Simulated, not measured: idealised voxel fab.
The process module presented herein is designated voxel self aligned vias.
Square cell edge 5 nm, section width 280 nm, ID cut.
Square cells in a grid make up a cross-section in this document, and the grid is given as bands, listed from the top down, each one or more rows of cells.
Heights first: top, then bottom, in nm. Then materials, left to right, each with a width in nm. "all across" on a single material: fills the band edge to edge. "empty": empty space.
Ref level 0: as-received wafer is one material below here. Bottom band extends down with no lower bound ("from 0 down").
Think of "30->40" as a width that walks from the first number to the second as you go down the band, top row to bottom row, taking equal-sized steps from row to row.
"no change" means the step left every cell of the cross-section as it was.
Voids not open to the top, 8 cells minimum: see "Sealed void list". Written width x height at distance; distance is from the left edge; nm.
Heads up: the bit after the settings on a step's line is the simulator's remark on that step.
What "overlay nm" on a step's line means: if the step has a mask, that mask lay this far to the right of its planned place, or, when the value is negative, to the left.

Here's what the planned process steps look like:
| 1 | RECEIVE, material Si |
| 2 | CONFORMAL_DEP, material SiO2, thk nm 15 |
| 3 | CONFORMAL_DEP, material SiCN, thk nm 5 |
| 4 | DIRECTIONAL_DEP, material SiO2, thk nm 30 |
| 5 | MASKED_ETCH, tone open, mask id LINES, width nm 30, pitch nm 65, etch materials SiO2, depth nm 30, overlay nm 0 |
| 6 | CONFORMAL_DEP, material TiN, thk nm 5 |
| 7 | FILL_DEP, material Ru, thk nm 5 |
| 8 | CMP, height nm 50 |
| 9 | SELECTIVE_ETCH, etch materials W Ru TiN, depth nm 5 |
| 10 | FILL_DEP, material SiN, thk nm 5 |
| 11 | CMP, height nm 50 |
| 12 | DIRECTIONAL_DEP, material SiO2, thk nm 15 |
| 13 | MASKED_ETCH, tone open, mask id VIAS, width nm 40, pitch nm 130, etch materials SiO2, depth nm 15, overlay nm 0 |
| 14 | MASKED_ETCH, tone open, mask id VIAS, width nm 40, pitch nm 130, etch materials SiN, depth nm 5, overlay nm 0 |
| 15 | CONFORMAL_DEP, material TiN, thk nm 5 |
| 16 | FILL_DEP, material Ru, thk nm 5 |
| 17 | CMP, height nm 65 |
| 18 | CONFORMAL_DEP, material SiN, thk nm 5 |

Cross-section of the wafer upon arrival, representing the state reached after step 1:
  from 0 down = Si all across
  Sealed void list: none

The module was run from the start shown above using the plan shown above, but one mistake was made doing it; the resulting wafer cross-section is below:
  from 70 to 65 = SiN all across
  from 65 to 55 = SiO2 (55)  TiN (5)  Ru (30)  TiN (5)  SiO2 (90)  TiN (5)  Ru (30)  TiN (5)  SiO2 (55)
  from 55 to 50 = SiO2 (55)  TiN (10)  Ru (20)  TiN (10)  SiO2 (90)  TiN (10)  Ru (20)  TiN (10)  SiO2 (55)
  from 50 to 45 = SiO2 (60)  TiN (30)  SiO2 (35)  SiN (30)  SiO2 (35)  TiN (30)  SiO2 (60)
  from 45 to 25 = SiO2 (60)  TiN (5)  Ru (20)  TiN (5)  SiO2 (35)  TiN (5)  Ru (20)  TiN (5)  SiO2 (35)  TiN (5)  Ru (20)  TiN (5)  SiO2 (60)
  from 25 to 20 = SiO2 (60)  TiN (30)  SiO2 (35)  TiN (30)  SiO2 (35)  TiN (30)  SiO2 (60)
  from 20 to 0 = SiCN all across
  from 0 down = Si all across
  Sealed void list: none
Against the plan, the run slipped here: it should be noted that step 2 was executed with settings other than those planned, the operation and settings actually applied being CONFORMAL_DEP, material SiCN, thk nm 15
